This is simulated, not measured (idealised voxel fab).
Process module under the name voxel self aligned contacts
Xsec cut, 145 nm wide, square cell size 5 nm.
For the purposes of this document, a cross-section shall be understood as a grid of square cells, specified as bands listed in top-to-bottom order, each band consisting of one or more rows of cells. Look at the band entry: it leads with the top's height and the bottom's height in nm. Then it lists the materials left to right, with a width in nm for each. The word "all across" on a single material says that material fills the band edge to edge. The word "blank" is empty space. Heights are expressed relative to 0, this being the level below which the as-received wafer comprises one material exclusively. The lowest band is unbounded in the downward direction and is denoted as in "0 down". Graded width ("30 to 40"): value in top row of band = first number; value in bottom row = second number; row-to-row change constant. Given "nothing different" for a step, no cell of the cross-section differs between before and after that step. Each empty space that has no open way to the top and spans at least 8 cells appears under "Unvented cavities" as width x height at distance, the distance counted from the left edge, all in nm. Whatever follows a step's settings on its line is a remark the simulator itself makes about that step. overlay nm: on a step with a mask, how far right of its planned place the mask lay; negative means left.
The following list gives the planned process steps
| 1 | RECEIVE [material Si] |
| 2 | CONFORMAL_DEP [material SiO2] [thk nm 5] |
| 3 | DIRECTIONAL_DEP [material polySi] [thk nm 20] |
| 4 | DIRECTIONAL_DEP [material SiN] [thk nm 25] |
| 5 | PATTERN [tone cover] [mask id GATE] [material resist] [width nm 30] [pitch nm 70] [thk nm 15] [overlay nm 0] |
| 6 | DIRECTIONAL_ETCH [etch materials SiN] [depth nm 25] |
| 7 | DIRECTIONAL_ETCH [etch materials polySi] [depth nm 20] |
| 8 | STRIP [etch materials resist] |
| 9 | CONFORMAL_DEP [material SiN] [thk nm 10] |
| 10 | DIRECTIONAL_ETCH [etch materials SiN] [depth nm 10] |
| 11 | FILL_DEP [material SiO2] [thk nm 15] |
| 12 | CMP [height nm 55] |
| 13 | MASKED_ETCH [tone open] [mask id CONTACT] [width nm 50] [etch materials SiO2] [depth nm 55] [overlay nm 0] |
| 14 | CONFORMAL_DEP [material TiN] [thk nm 5] |
| 15 | FILL_DEP [material W] [thk nm 10] |
| 16 | CMP [height nm 55] |
| 17 | CONFORMAL_DEP [material SiCN] [thk nm 5] |
Cross-section of the wafer upon arrival, representing the state reached after step 1
- 0 down: Si all across
- Unvented cavities: none
Cross-section, first of two wafers, end of module, run as planned
- 60 to 55: SiCN all across
- 55 to 50: SiO2 (45) | TiN (20) | W (10) | TiN (20) | SiO2 (50)
- 50 to 25: SiO2 (10) | SiN (50) | TiN (5) | W (10) | TiN (5) | SiN (50) | SiO2 (15)
- 25 to 5: SiO2 (10) | SiN (10) | polySi (30) | SiN (10) | TiN (5) | W (10) | TiN (5) | SiN (10) | polySi (30) | SiN (10) | SiO2 (15)
- 5 to 0: SiO2 (60) | TiN (20) | SiO2 (65)
- 0 down: Si all across
- Unvented cavities: none
Second of two wafers, module complete, sectioned: it shares the first wafer's start and plan but was run with one mistake
- 60 to 55: SiCN all across
- 55 to 50: SiO2 (10) | SiN (50) | TiN (20) | SiN (50) | SiO2 (15)
- 50 to 25: SiN all across
- 25 to 5: polySi all across
- 5 to 0: SiO2 all across
- 0 down: Si all across
- Unvented cavities: none
Deviation from plan: step 4 of the plan saw execution twice
End check, counted in cells, second wafer has more or fewer of these materials than the first: +33 SiN | -55 SiO2 | -26 TiN | -20 W | +68 polySi
